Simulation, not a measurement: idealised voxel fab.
The following process module bears the name voxel capacitor over wiring.
We display cut, a cross-section 250 nm in width whose square cells are each 5 nm.
Notation: cross-section as square-cell grid; stated in bands, top first, going down; one or more cell rows per band. The band entry comprises the height of the band's top followed by the height of its bottom, expressed in nm, and subsequently the band's materials from left to right, each stated together with its width in nm. Where a single material is marked with the word "edge to edge", that material fills the band from edge to edge. The word "empty" represents empty space. Counting heights begins at 0, where everything beneath is, in the wafer as received, one material. The lowest band has no bottom; it goes on downwards, as "0 -> down" shows. The two numbers in a width such as "30..40" mark its ends across the band: the first belongs to the top row of cells, the second to the bottom row, and from each row to the next the width moves by the same amount. "left unchanged" (step): cross-section cells unchanged, all of them. "Voids, sealed": sealed empty spaces, 8 cells or more, no open way to top, listed width x height at distance, with distance from the left edge and width, height and distance in nm. It should be noted that, on the line of a given step, the content following the step's settings is a remark produced by the simulator itself with respect to that step. If you see "overlay nm" on a step's line and that step has a mask, it's telling you how far right of where it was planned the mask ended up; a negative number means it went left instead.
### The planned process steps are enumerated hereunder
1) RECEIVE, material Si
2) CONFORMAL_DEP, material SiO2, thk nm 10
3) DIRECTIONAL_DEP, material TiN, thk nm 5
4) DIRECTIONAL_DEP, material Ru, thk nm 25
5) PATTERN, tone cover, mask id METAL_1, material resist, width nm 30, pitch nm 80, thk nm 20, overlay nm 0
6) DIRECTIONAL_ETCH, etch materials Ru, depth nm 25
7) DIRECTIONAL_ETCH, etch materials TiN, depth nm 5
8) STRIP, etch materials resist
9) CONFORMAL_DEP, material SiN, thk nm 5
10) FILL_DEP, material SiO2, thk nm 10
11) CMP, height nm 40
12) CONFORMAL_DEP, material SiCN, thk nm 5
13) DIRECTIONAL_DEP, material SiO2, thk nm 15
14) PATTERN, tone open, mask id PLUG_1, material resist, width nm 15, thk nm 20, overlay nm 0
15) DIRECTIONAL_ETCH, etch materials SiO2, depth nm 15
16) DIRECTIONAL_ETCH, etch materials SiCN, depth nm 5
17) STRIP, etch materials resist
18) CONFORMAL_DEP, material TiN, thk nm 5
19) FILL_DEP, material Cu, thk nm 5
20) CMP, height nm 60
21) DIRECTIONAL_DEP, material TiN, thk nm 5
22) DIRECTIONAL_DEP, material SiN, thk nm 5
23) DIRECTIONAL_DEP, material TiN, thk nm 10
24) PATTERN, tone cover, mask id UPPER_PLATE, material resist, width nm 55, thk nm 20, overlay nm 0
25) DIRECTIONAL_ETCH, etch materials TiN, depth nm 10
26) DIRECTIONAL_ETCH, etch materials SiN, depth nm 5
27) STRIP, etch materials resist
28) PATTERN, tone cover, mask id LOWER_PLATE, material resist, width nm 65, thk nm 15, overlay nm 0
29) DIRECTIONAL_ETCH, etch materials TiN, depth nm 5
30) STRIP, etch materials resist
31) FILL_DEP, material SiO2, thk nm 20
32) CMP, height nm 95
33) DIRECTIONAL_DEP, material aC, thk nm 15
34) PATTERN, tone open, mask id PLUG_2, material resist, width nm 15, thk nm 35, overlay nm 0
35) DIRECTIONAL_ETCH, etch materials aC, depth nm 15
36) STRIP, etch materials resist
37) DIRECTIONAL_ETCH, etch materials SiO2, depth nm 15
38) STRIP, etch materials aC
39) CONFORMAL_DEP, material TiN, thk nm 5
40) FILL_DEP, material W, thk nm 10
41) CMP, height nm 95
42) CONFORMAL_DEP, material SiN, thk nm 5
### first wafer, as planned
### Wafer as received: cross-section following step 1
    0 -> down = Si edge to edge
    Voids, sealed: none
### Wafer xsec, post step 2
    10 -> 0 = SiO2 edge to edge
    Everything under 0 stays put, no change at all.
### Wafer xsec, post step 3
    15 -> 10 = TiN edge to edge
    Everything under 10 stays put, no change at all.
### Wafer xsec, post step 4
    40 -> 15 = Ru edge to edge
    Everything under 15 stays put, no change at all.
### Wafer xsec, post step 5
    60 -> 40 = empty: 70; resist: 30; empty: 50; resist: 30; empty: 70
    Everything under 40 stays put, no change at all.
### Wafer xsec, post step 6
    60 -> 40 = empty: 70; resist: 30; empty: 50; resist: 30; empty: 70
    40 -> 15 = empty: 70; Ru: 30; empty: 50; Ru: 30; empty: 70
    Everything under 15 stays put, no change at all.
### Wafer xsec, post step 7
    60 -> 40 = empty: 70; resist: 30; empty: 50; resist: 30; empty: 70
    40 -> 15 = empty: 70; Ru: 30; empty: 50; Ru: 30; empty: 70
    15 -> 10 = empty: 70; TiN: 30; empty: 50; TiN: 30; empty: 70
    Everything under 10 stays put, no change at all.
### Wafer xsec, post step 8
    40 -> 15 = empty: 70; Ru: 30; empty: 50; Ru: 30; empty: 70
    Everything under 15 stays put, no change at all.
### Wafer xsec, post step 9
    45 -> 40 = empty: 65; SiN: 40; empty: 40; SiN: 40; empty: 65
    40 -> 15 = empty: 65; SiN: 5; Ru: 30; SiN: 5; empty: 40; SiN: 5; Ru: 30; SiN: 5; empty: 65
    15 -> 10 = SiN: 70; TiN: 30; SiN: 50; TiN: 30; SiN: 70
    Everything under 10 stays put, no change at all.
### Wafer xsec, post step 10
    55 -> 45 = SiO2 edge to edge
    45 -> 40 = SiO2: 65; SiN: 40; SiO2: 40; SiN: 40; SiO2: 65
    40 -> 15 = SiO2: 65; SiN: 5; Ru: 30; SiN: 5; SiO2: 40; SiN: 5; Ru: 30; SiN: 5; SiO2: 65
    Everything under 15 stays put, no change at all.
### Wafer xsec, post step 11
    40 -> 15 = SiO2: 65; SiN: 5; Ru: 30; SiN: 5; SiO2: 40; SiN: 5; Ru: 30; SiN: 5; SiO2: 65
    Everything under 15 stays put, no change at all.
### Wafer xsec, post step 12
    45 -> 40 = SiCN edge to edge
    Everything under 40 stays put, no change at all.
### Wafer xsec, post step 13
    60 -> 45 = SiO2 edge to edge
    Everything under 45 stays put, no change at all.
### Wafer xsec, post step 14
    80 -> 60 = resist: 85; empty: 15; resist: 150
    Everything under 60 stays put, no change at all.
### Wafer xsec, post step 15
    80 -> 60 = resist: 85; empty: 15; resist: 150
    60 -> 45 = SiO2: 85; empty: 15; SiO2: 150
    Everything under 45 stays put, no change at all.
### Wafer xsec, post step 16
    80 -> 60 = resist: 85; empty: 15; resist: 150
    60 -> 45 = SiO2: 85; empty: 15; SiO2: 150
    45 -> 40 = SiCN: 85; empty: 15; SiCN: 150
    Everything under 40 stays put, no change at all.
### Wafer xsec, post step 17
    60 -> 45 = SiO2: 85; empty: 15; SiO2: 150
    Everything under 45 stays put, no change at all.
### Wafer xsec, post step 18
    65 -> 60 = TiN: 90; empty: 5; TiN: 155
    60 -> 45 = SiO2: 85; TiN: 5; empty: 5; TiN: 5; SiO2: 150
    45 -> 40 = SiCN: 85; TiN: 15; SiCN: 150
    Everything under 40 stays put, no change at all.
### Wafer xsec, post step 19
    70 -> 65 = Cu edge to edge
    65 -> 60 = TiN: 90; Cu: 5; TiN: 155
    60 -> 45 = SiO2: 85; TiN: 5; Cu: 5; TiN: 5; SiO2: 150
    Everything under 45 stays put, no change at all.
### Wafer xsec, post step 20
    60 -> 45 = SiO2: 85; TiN: 5; Cu: 5; TiN: 5; SiO2: 150
    Everything under 45 stays put, no change at all.
### Wafer xsec, post step 21
    65 -> 60 = TiN edge to edge
    Everything under 60 stays put, no change at all.
### Wafer xsec, post step 22
    70 -> 65 = SiN edge to edge
    Everything under 65 stays put, no change at all.
### Wafer xsec, post step 23
    80 -> 70 = TiN edge to edge
    Everything under 70 stays put, no change at all.
### Wafer xsec, post step 24
    100 -> 80 = empty: 85; resist: 55; empty: 110
    Everything under 80 stays put, no change at all.
### Wafer xsec, post step 25
    100 -> 80 = empty: 85; resist: 55; empty: 110
    80 -> 70 = empty: 85; TiN: 55; empty: 110
    Everything under 70 stays put, no change at all.
### Wafer xsec, post step 26
    100 -> 80 = empty: 85; resist: 55; empty: 110
    80 -> 70 = empty: 85; TiN: 55; empty: 110
    70 -> 65 = empty: 85; SiN: 55; empty: 110
    Everything under 65 stays put, no change at all.
### Wafer xsec, post step 27
    80 -> 70 = empty: 85; TiN: 55; empty: 110
    Everything under 70 stays put, no change at all.
### Wafer xsec, post step 28
    95 -> 80 = empty: 80; resist: 65; empty: 105
    80 -> 70 = empty: 80; resist: 5; TiN: 55; resist: 5; empty: 105
    70 -> 65 = empty: 80; resist: 5; SiN: 55; resist: 5; empty: 105
    Everything under 65 stays put, no change at all.
### Wafer xsec, post step 29
    95 -> 80 = empty: 80; resist: 65; empty: 105
    80 -> 70 = empty: 80; resist: 5; TiN: 55; resist: 5; empty: 105
    70 -> 65 = empty: 80; resist: 5; SiN: 55; resist: 5; empty: 105
    65 -> 60 = empty: 80; TiN: 65; empty: 105
    Everything under 60 stays put, no change at all.
### Wafer xsec, post step 30
    80 -> 70 = empty: 85; TiN: 55; empty: 110
    70 -> 65 = empty: 85; SiN: 55; empty: 110
    Everything under 65 stays put, no change at all.
### Wafer xsec, post step 31
    100 -> 80 = SiO2 edge to edge
    80 -> 70 = SiO2: 85; TiN: 55; SiO2: 110
    70 -> 65 = SiO2: 85; SiN: 55; SiO2: 110
    65 -> 60 = SiO2: 80; TiN: 65; SiO2: 105
    Everything under 60 stays put, no change at all.
### Wafer xsec, post step 32
    95 -> 80 = SiO2 edge to edge
    Everything under 80 stays put, no change at all.
### Wafer xsec, post step 33
    110 -> 95 = aC edge to edge
    Everything under 95 stays put, no change at all.
### Wafer xsec, post step 34
    145 -> 110 = resist: 95; empty: 15; resist: 140
    Everything under 110 stays put, no change at all.
### Wafer xsec, post step 35
    130 -> 110 = resist: 95; empty: 15; resist: 140
    110 -> 95 = aC: 95; empty: 15; aC: 140
    Everything under 95 stays put, no change at all.
### Wafer xsec, post step 36
    110 -> 95 = aC: 95; empty: 15; aC: 140
    Everything under 95 stays put, no change at all.
### Wafer xsec, post step 37
    110 -> 95 = aC: 95; empty: 15; aC: 140
    95 -> 80 = SiO2: 95; empty: 15; SiO2: 140
    Everything under 80 stays put, no change at all.
### Wafer xsec, post step 38
    95 -> 80 = SiO2: 95; empty: 15; SiO2: 140
    Everything under 80 stays put, no change at all.
### Wafer xsec, post step 39
    100 -> 95 = TiN: 100; empty: 5; TiN: 145
    95 -> 85 = SiO2: 95; TiN: 5; empty: 5; TiN: 5; SiO2: 140
    85 -> 80 = SiO2: 95; TiN: 15; SiO2: 140
    Everything under 80 stays put, no change at all.
### Wafer xsec, post step 40
    110 -> 100 = W edge to edge
    100 -> 95 = TiN: 100; W: 5; TiN: 145
    95 -> 85 = SiO2: 95; TiN: 5; W: 5; TiN: 5; SiO2: 140
    Everything under 85 stays put, no change at all.
### Wafer xsec, post step 41
    95 -> 85 = SiO2: 95; TiN: 5; W: 5; TiN: 5; SiO2: 140
    Everything under 85 stays put, no change at all.
### Wafer xsec, post step 42
    100 -> 95 = SiN edge to edge
    Everything under 95 stays put, no change at all.
### Companion wafer, the second of two: same beginning, same intended sequence, one mistake in carrying it out; through step 4 inclusive it tracks the first exactly
### Second wafer, sectioned view, at step 5's planned end time
    60 -> 40 = resist: 70; empty: 30; resist: 50; empty: 30; resist: 70
    Everything under 40 stays put, no change at all.
### Second wafer, sectioned view, at step 6's planned end time
    60 -> 40 = resist: 70; empty: 30; resist: 50; empty: 30; resist: 70
    40 -> 15 = Ru: 70; empty: 30; Ru: 50; empty: 30; Ru: 70
    Everything under 15 stays put, no change at all.
### Second wafer, sectioned view, at step 7's planned end time
    60 -> 40 = resist: 70; empty: 30; resist: 50; empty: 30; resist: 70
    40 -> 15 = Ru: 70; empty: 30; Ru: 50; empty: 30; Ru: 70
    15 -> 10 = TiN: 70; empty: 30; TiN: 50; empty: 30; TiN: 70
    Everything under 10 stays put, no change at all.
### Second wafer, sectioned view, at step 8's planned end time
    40 -> 15 = Ru: 70; empty: 30; Ru: 50; empty: 30; Ru: 70
    Everything under 15 stays put, no change at all.
### Second wafer, sectioned view, at step 9's planned end time
    45 -> 40 = SiN: 75; empty: 20; SiN: 60; empty: 20; SiN: 75
    40 -> 15 = Ru: 70; SiN: 5; empty: 20; SiN: 5; Ru: 50; SiN: 5; empty: 20; SiN: 5; Ru: 70
    15 -> 10 = TiN: 70; SiN: 30; TiN: 50; SiN: 30; TiN: 70
    Everything under 10 stays put, no change at all.
### Second wafer, sectioned view, at step 10's planned end time
    55 -> 45 = SiO2 edge to edge
    45 -> 40 = SiN: 75; SiO2: 20; SiN: 60; SiO2: 20; SiN: 75
    40 -> 15 = Ru: 70; SiN: 5; SiO2: 20; SiN: 5; Ru: 50; SiN: 5; SiO2: 20; SiN: 5; Ru: 70
    Everything under 15 stays put, no change at all.
### Second wafer, sectioned view, at step 11's planned end time
    40 -> 15 = Ru: 70; SiN: 5; SiO2: 20; SiN: 5; Ru: 50; SiN: 5; SiO2: 20; SiN: 5; Ru: 70
    Everything under 15 stays put, no change at all.
### Second wafer, sectioned view, at step 12's planned end time
    45 -> 40 = SiCN edge to edge
    Everything under 40 stays put, no change at all.
### Second wafer, sectioned view, at step 13's planned end time
    60 -> 45 = SiO2 edge to edge
    Everything under 45 stays put, no change at all.
### Second wafer, sectioned view, at step 14's planned end time
    80 -> 60 = resist: 85; empty: 15; resist: 150
    Everything under 60 stays put, no change at all.
### Second wafer, sectioned view, at step 15's planned end time
    80 -> 60 = resist: 85; empty: 15; resist: 150
    60 -> 45 = SiO2: 85; empty: 15; SiO2: 150
    Everything under 45 stays put, no change at all.
### Second wafer, sectioned view, at step 16's planned end time
    80 -> 60 = resist: 85; empty: 15; resist: 150
    60 -> 45 = SiO2: 85; empty: 15; SiO2: 150
    45 -> 40 = SiCN: 85; empty: 15; SiCN: 150
    Everything under 40 stays put, no change at all.
### Second wafer, sectioned view, at step 17's planned end time
    60 -> 45 = SiO2: 85; empty: 15; SiO2: 150
    Everything under 45 stays put, no change at all.
### Second wafer, sectioned view, at step 18's planned end time
    65 -> 60 = TiN: 90; empty: 5; TiN: 155
    60 -> 45 = SiO2: 85; TiN: 5; empty: 5; TiN: 5; SiO2: 150
    45 -> 40 = SiCN: 85; TiN: 15; SiCN: 150
    Everything under 40 stays put, no change at all.
### Second wafer, sectioned view, at step 19's planned end time
    70 -> 65 = Cu edge to edge
    65 -> 60 = TiN: 90; Cu: 5; TiN: 155
    60 -> 45 = SiO2: 85; TiN: 5; Cu: 5; TiN: 5; SiO2: 150
    Everything under 45 stays put, no change at all.
### Second wafer, sectioned view, at step 20's planned end time
    60 -> 45 = SiO2: 85; TiN: 5; Cu: 5; TiN: 5; SiO2: 150
    Everything under 45 stays put, no change at all.
### Second wafer, sectioned view, at step 21's planned end time
    65 -> 60 = TiN edge to edge
    Everything under 60 stays put, no change at all.
### Second wafer, sectioned view, at step 22's planned end time
    70 -> 65 = SiN edge to edge
    Everything under 65 stays put, no change at all.
### Second wafer, sectioned view, at step 23's planned end time
    80 -> 70 = TiN edge to edge
    Everything under 70 stays put, no change at all.
### Second wafer, sectioned view, at step 24's planned end time
    100 -> 80 = empty: 85; resist: 55; empty: 110
    Everything under 80 stays put, no change at all.
### Second wafer, sectioned view, at step 25's planned end time
    100 -> 80 = empty: 85; resist: 55; empty: 110
    80 -> 70 = empty: 85; TiN: 55; empty: 110
    Everything under 70 stays put, no change at all.
### Second wafer, sectioned view, at step 26's planned end time
    100 -> 80 = empty: 85; resist: 55; empty: 110
    80 -> 70 = empty: 85; TiN: 55; empty: 110
    70 -> 65 = empty: 85; SiN: 55; empty: 110
    Everything under 65 stays put, no change at all.
### Second wafer, sectioned view, at step 27's planned end time
    80 -> 70 = empty: 85; TiN: 55; empty: 110
    Everything under 70 stays put, no change at all.
### Second wafer, sectioned view, at step 28's planned end time
    95 -> 80 = empty: 80; resist: 65; empty: 105
    80 -> 70 = empty: 80; resist: 5; TiN: 55; resist: 5; empty: 105
    70 -> 65 = empty: 80; resist: 5; SiN: 55; resist: 5; empty: 105
    Everything under 65 stays put, no change at all.
### Second wafer, sectioned view, at step 29's planned end time
    95 -> 80 = empty: 80; resist: 65; empty: 105
    80 -> 70 = empty: 80; resist: 5; TiN: 55; resist: 5; empty: 105
    70 -> 65 = empty: 80; resist: 5; SiN: 55; resist: 5; empty: 105
    65 -> 60 = empty: 80; TiN: 65; empty: 105
    Everything under 60 stays put, no change at all.
### Second wafer, sectioned view, at step 30's planned end time
    80 -> 70 = empty: 85; TiN: 55; empty: 110
    70 -> 65 = empty: 85; SiN: 55; empty: 110
    Everything under 65 stays put, no change at all.
### Second wafer, sectioned view, at step 31's planned end time
    100 -> 80 = SiO2 edge to edge
    80 -> 70 = SiO2: 85; TiN: 55; SiO2: 110
    70 -> 65 = SiO2: 85; SiN: 55; SiO2: 110
    65 -> 60 = SiO2: 80; TiN: 65; SiO2: 105
    Everything under 60 stays put, no change at all.
### Second wafer, sectioned view, at step 32's planned end time
    95 -> 80 = SiO2 edge to edge
    Everything under 80 stays put, no change at all.
### Second wafer, sectioned view, at step 33's planned end time
    110 -> 95 = aC edge to edge
    Everything under 95 stays put, no change at all.
### Second wafer, sectioned view, at step 34's planned end time
    145 -> 110 = resist: 95; empty: 15; resist: 140
    Everything under 110 stays put, no change at all.
### Second wafer, sectioned view, at step 35's planned end time
    130 -> 110 = resist: 95; empty: 15; resist: 140
    110 -> 95 = aC: 95; empty: 15; aC: 140
    Everything under 95 stays put, no change at all.
### Second wafer, sectioned view, at step 36's planned end time
    110 -> 95 = aC: 95; empty: 15; aC: 140
    Everything under 95 stays put, no change at all.
### Second wafer, sectioned view, at step 37's planned end time
    110 -> 95 = aC: 95; empty: 15; aC: 140
    95 -> 80 = SiO2: 95; empty: 15; SiO2: 140
    Everything under 80 stays put, no change at all.
### Second wafer, sectioned view, at step 38's planned end time
    95 -> 80 = SiO2: 95; empty: 15; SiO2: 140
    Everything under 80 stays put, no change at all.
### Second wafer, sectioned view, at step 39's planned end time
    100 -> 95 = TiN: 100; empty: 5; TiN: 145
    95 -> 85 = SiO2: 95; TiN: 5; empty: 5; TiN: 5; SiO2: 140
    85 -> 80 = SiO2: 95; TiN: 15; SiO2: 140
    Everything under 80 stays put, no change at all.
### Second wafer, sectioned view, at step 40's planned end time
    110 -> 100 = W edge to edge
    100 -> 95 = TiN: 100; W: 5; TiN: 145
    95 -> 85 = SiO2: 95; TiN: 5; W: 5; TiN: 5; SiO2: 140
    Everything under 85 stays put, no change at all.
### Second wafer, sectioned view, at step 41's planned end time
    95 -> 85 = SiO2: 95; TiN: 5; W: 5; TiN: 5; SiO2: 140
    Everything under 85 stays put, no change at all.
### Second wafer, sectioned view, at step 42's planned end time
    100 -> 95 = SiN edge to edge
    Everything under 95 stays put, no change at all.
The plan and the run diverged here: step 5 was run on a setting that differed from the plan, and what really ran there is PATTERN, tone open, mask id METAL_1, material resist, width nm 30, pitch nm 80, thk nm 20, overlay nm 0
Final difference in cells, second wafer against first, listed per material as more or fewer: 130 more of Ru | 26 fewer of SiN | 130 fewer of SiO2 | 26 more of TiN
